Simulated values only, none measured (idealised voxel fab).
The following process module bears the name voxel lift off.
FYI the section here is cut, 285 nm wide, cells are 5 nm squares.
Notation: cross-section as square-cell grid; stated in bands, top first, going down; one or more cell rows per band.
Quick guide to a band line: top height, bottom height (nm) up front; then every material left to right with its width in nm. Only one material and it's marked "edge to edge"? Then it fills the band edge to edge. And "air" just means empty space.
Convention: height 0 is the level below which the wafer, as received, is all one material. The lowest band does not terminate at the bottom but continues downward, represented as "0 -> down".
A two-number width, for instance "30->40", indicates that the width is equal to the first number in the top row of the band and to the second number in the bottom row, and that it changes by a constant amount per row of cells.
For the purposes of this document, the phrase "no modifications" attached to a step denotes that no cell within the cross-section was modified by that step.
Entry "Entrapped void list". Content: empty spaces with no open connection to the top, size 8 cells or greater. Each: width x height at distance. Distance: from left edge. Unit: nm.
Past the settings on a step's line: simulator remark, on that step.
Each step line may optionally specify "overlay nm", which for a step with a mask gives the rightward distance between the mask's planned place and where it lay, a negative value indicating the leftward direction.

-- Set out below are the planned steps of the process
1. RECEIVE [material Si]
2. CONFORMAL_DEP [material SiO2] [thk nm 15]
3. PATTERN [tone open] [mask id LINES] [material resist] [width nm 20] [pitch nm 35] [thk nm 30] [overlay nm 0]
4. DIRECTIONAL_DEP [material Ru] [thk nm 15]
5. STRIP [etch materials resist]
6. CONFORMAL_DEP [material SiN] [thk nm 5]
Wafer-to-wafer difference: thk nm, step 6. Common start. Plan = first wafer's value.

-- Cross-section of the first of several wafers as received (after step 1)
  0 -> down = Si edge to edge
  Entrapped void list: none

-- Here is the cross-section of the first of several wafers at the end of the module, after its last step, step 6
  35 -> 30 = 90 of air | 30 of SiN | 5 of air | 30 of SiN | 5 of air | 30 of SiN | 95 of air
  30 -> 20 = 90 of air | 5 of SiN | 20 of Ru | 5 of SiN | 5 of air | 5 of SiN | 20 of Ru | 5 of SiN | 5 of air | 5 of SiN | 20 of Ru | 5 of SiN | 95 of air
  20 -> 15 = 95 of SiN | 20 of Ru | 15 of SiN | 20 of Ru | 15 of SiN | 20 of Ru | 100 of SiN
  15 -> 0 = SiO2 edge to edge
  0 -> down = Si edge to edge
  Entrapped void list: none

-- The last wafer as seen in cross-section at the end of the module
  55 -> 40 = 70 of air | 140 of SiN | 75 of air
  40 -> 30 = SiN edge to edge
  30 -> 15 = 95 of SiN | 20 of Ru | 15 of SiN | 20 of Ru | 15 of SiN | 20 of Ru | 100 of SiN
  15 -> 0 = SiO2 edge to edge
  0 -> down = Si edge to edge
  Entrapped void list: none

-- Every row in this table is a wafer at the end of the module, and it gives, for each of the materials, the cells that wafer has gained (+) or lost (-) since it was received, then its closed voids
thk nm 5, +36 Ru, +75 SiN, +171 SiO2, Entrapped void list: none
thk nm 10, +36 Ru, +144 SiN, +171 SiO2, Entrapped void list: none
thk nm 15, +36 Ru, +207 SiN, +171 SiO2, Entrapped void list: none
thk nm 20, +36 Ru, +270 SiN, +171 SiO2, Entrapped void list: none
thk nm 25, +36 Ru, +333 SiN, +171 SiO2, Entrapped void list: none
